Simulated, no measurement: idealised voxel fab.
process module | voxel ribs on slabs
cross-section cut | 150 nm wide | cells 5 nm
A cross-section is a grid of square cells, given in bands from the top down. A band is one or more rows of cells.
Each band's line starts with the height of the band's top and of its bottom, in nm. Then come its materials from left to right, each with its width in nm. One material with "throughout" fills the band from edge to edge. "air" is empty space.
Height 0 is the level under which the wafer as received is all one material. The lowest band goes on downwards, as in "0 down".
A width such as "30 to 40" changes by the same amount from each row of cells to the next, from the band's top row to its bottom row.
"no change" after a step means that no cell of the cross-section changed.
closed voids: empty space of 8 cells or more with no open way to the top, each as width x height at its distance from the left edge, in nm
after a step's settings: what the simulator itself notes on the step
overlay nm, on a step with a mask: how far to the right of its planned place the mask lay; to the left if negative
plan
1 op RECEIVE | material Si
2 op DIRECTIONAL_DEP | material SiO2 | thk nm 20
3 op DIRECTIONAL_DEP | material polySi | thk nm 20
4 op MASKED_ETCH | tone cover | mask id RIB | width nm 15 | etch materials polySi | depth nm 5 | overlay nm 0
5 op DIRECTIONAL_DEP | material aC | thk nm 15
6 op PATTERN | tone cover | mask id SLAB | material resist | width nm 45 | thk nm 30 | overlay nm 0
7 op DIRECTIONAL_ETCH | etch materials aC | depth nm 15
8 op STRIP | etch materials resist
9 op DIRECTIONAL_ETCH | etch materials polySi | depth nm 15
10 op STRIP | etch materials aC
11 op FILL_DEP | material SiO2 | thk nm 20
12 op CMP | height nm 50
13 op DIRECTIONAL_DEP | material TiN | thk nm 10
14 op PATTERN | tone cover | mask id HEATER | material resist | width nm 25 | thk nm 15 | overlay nm 0
15 op DIRECTIONAL_ETCH | etch materials TiN | depth nm 10
16 op STRIP | etch materials resist
17 op CONFORMAL_DEP | material SiN | thk nm 10
as received, after step 1
  0 down: Si throughout
  closed voids: none
a wafer at the end: this start, this plan, one mistake
  70 to 60: air 50 | SiN 45 | air 55
  60 to 50: SiN 60 | TiN 25 | SiN 65
  50 to 20: SiO2 throughout
  20 to 0: polySi throughout
  0 down: Si throughout
  closed voids: none
what went wrong: steps 2 and 3 were swapped
